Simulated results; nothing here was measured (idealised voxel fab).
process module | voxel spacer lines
cross-section cut | 220 nm wide | cells 5 nm
A cross-section is a grid of square cells, given in bands from the top down. A band is one or more rows of cells.
Each band's line starts with the height of the band's top and of its bottom, in nm. Then come its materials from left to right, each with its width in nm. One material with "throughout" fills the band from edge to edge. "air" is empty space.
Height 0 is the level under which the wafer as received is all one material. The lowest band goes on downwards, as in "0 down".
A width such as "30 to 40" changes by the same amount from each row of cells to the next, from the band's top row to its bottom row.
"no change" after a step means that no cell of the cross-section changed.
closed voids: empty space of 8 cells or more with no open way to the top, each as width x height at its distance from the left edge, in nm
after a step's settings: what the simulator itself notes on the step
overlay nm, on a step with a mask: how far to the right of its planned place the mask lay; to the left if negative
plan
1 op RECEIVE | material Si
2 op CONFORMAL_DEP | material Al2O3 | thk nm 10
3 op DIRECTIONAL_DEP | material SiN | thk nm 10
4 op DIRECTIONAL_DEP | material aC | thk nm 25
5 op PATTERN | tone cover | mask id MANDREL | material resist | width nm 15 | pitch nm 60 | thk nm 30 | overlay nm 0
6 op DIRECTIONAL_ETCH | etch materials aC | depth nm 25
7 op STRIP | etch materials resist
8 op CONFORMAL_DEP | material SiO2 | thk nm 15
9 op DIRECTIONAL_ETCH | etch materials SiO2 | depth nm 15
10 op STRIP | etch materials aC
11 op DIRECTIONAL_ETCH | etch materials SiN | depth nm 10
12 op STRIP | etch materials SiO2
13 op FILL_DEP | material SiO2 | thk nm 5
14 op CMP | height nm 20
as received, after step 1
  0 down: Si throughout
  closed voids: none
first wafer at the end, as planned
  20 to 10: SiO2 25 | SiN 15 | SiO2 15 | SiN 15 | SiO2 15 | SiN 15 | SiO2 15 | SiN 15 | SiO2 15 | SiN 15 | SiO2 15 | SiN 15 | SiO2 30
  10 to 0: Al2O3 throughout
  0 down: Si throughout
  closed voids: none
second wafer at the end: like start, like plan, one mistake
  20 to 10: aC throughout
  10 to 0: Al2O3 throughout
  0 down: Si throughout
  closed voids: none
what went wrong: steps 3 and 4 were swapped
at the end the second wafer has, in cells: 36 fewer of SiN | 52 fewer of SiO2 | 88 more of aC
